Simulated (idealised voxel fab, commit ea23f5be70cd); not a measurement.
process module | voxel ribs on slabs
cross-section cut | 185 nm wide | cells 5 nm
A cross-section is a grid of square cells, given in bands from the top down. A band is one or more rows of cells.
Each band's line starts with the height of the band's top and of its bottom, in nm. Then come its materials from left to right, each with its width in nm. One material with "throughout" fills the band from edge to edge. "air" is empty space.
Height 0 is the level under which the wafer as received is all one material. The lowest band goes on downwards, as in "0 down".
A width such as "30 to 40" changes by the same amount from each row of cells to the next, from the band's top row to its bottom row.
"no change" after a step means that no cell of the cross-section changed.
closed voids: empty space of 8 cells or more with no open way to the top, each as width x height at its distance from the left edge, in nm
after a step's settings: what the simulator itself notes on the step
overlay nm, on a step with a mask: how far to the right of its planned place the mask lay; to the left if negative
plan
1 op RECEIVE | material Si
2 op DIRECTIONAL_DEP | material SiO2 | thk nm 25
3 op DIRECTIONAL_DEP | material SiN | thk nm 20
4 op MASKED_ETCH | tone cover | mask id RIB | width nm 25 | etch materials SiN | depth nm 10 | overlay nm 0
5 op MASKED_ETCH | tone cover | mask id SLAB | width nm 75 | etch materials SiN | depth nm 10 | overlay nm 0
6 op FILL_DEP | material SiO2 | thk nm 25
7 op CMP | height nm 60
8 op DIRECTIONAL_DEP | material TiN | thk nm 10
9 op MASKED_ETCH | tone cover | mask id HEATER | width nm 35 | etch materials TiN | depth nm 10 | overlay nm 0
10 op CONFORMAL_DEP | material SiO2 | thk nm 5
first wafer, as planned
as received, after step 1
  0 down: Si throughout
  closed voids: none
after step 2
  25 to 0: SiO2 throughout
  below 0: unchanged
after step 3
  45 to 25: SiN throughout
  below 25: unchanged
after step 4
  45 to 35: air 80 | SiN 25 | air 80
  below 35: unchanged
after step 5
  45 to 35: air 80 | SiN 25 | air 80
  35 to 25: air 55 | SiN 75 | air 55
  below 25: unchanged
after step 6
  70 to 45: SiO2 throughout
  45 to 35: SiO2 80 | SiN 25 | SiO2 80
  35 to 25: SiO2 55 | SiN 75 | SiO2 55
  below 25: unchanged
after step 7
  60 to 45: SiO2 throughout
  below 45: unchanged
after step 8
  70 to 60: TiN throughout
  below 60: unchanged
after step 9
  70 to 60: air 75 | TiN 35 | air 75
  below 60: unchanged
after step 10
  75 to 70: air 70 | SiO2 45 | air 70
  70 to 65: air 70 | SiO2 5 | TiN 35 | SiO2 5 | air 70
  65 to 60: SiO2 75 | TiN 35 | SiO2 75
  below 60: unchanged
second wafer: like start, like plan, one mistake. Through step 2 it matches the first wafer
when step 3 should have ended
  65 to 25: SiN throughout
  below 25: unchanged
when step 4 should have ended
  65 to 55: air 80 | SiN 25 | air 80
  below 55: unchanged
when step 5 should have ended
  65 to 55: air 80 | SiN 25 | air 80
  55 to 45: air 55 | SiN 75 | air 55
  below 45: unchanged
when step 6 should have ended
  90 to 65: SiO2 throughout
  65 to 55: SiO2 80 | SiN 25 | SiO2 80
  55 to 45: SiO2 55 | SiN 75 | SiO2 55
  below 45: unchanged
when step 7 should have ended
  60 to 55: SiO2 80 | SiN 25 | SiO2 80
  below 55: unchanged
when step 8 should have ended
  70 to 60: TiN throughout
  below 60: unchanged
when step 9 should have ended
  70 to 60: air 75 | TiN 35 | air 75
  below 60: unchanged
when step 10 should have ended
  75 to 70: air 70 | SiO2 45 | air 70
  70 to 65: air 70 | SiO2 5 | TiN 35 | SiO2 5 | air 70
  65 to 60: SiO2 75 | TiN 35 | SiO2 75
  below 60: unchanged
what went wrong: step 3 was run twice
at the end the second wafer has, in cells: 143 more of SiN | 143 fewer of SiO2
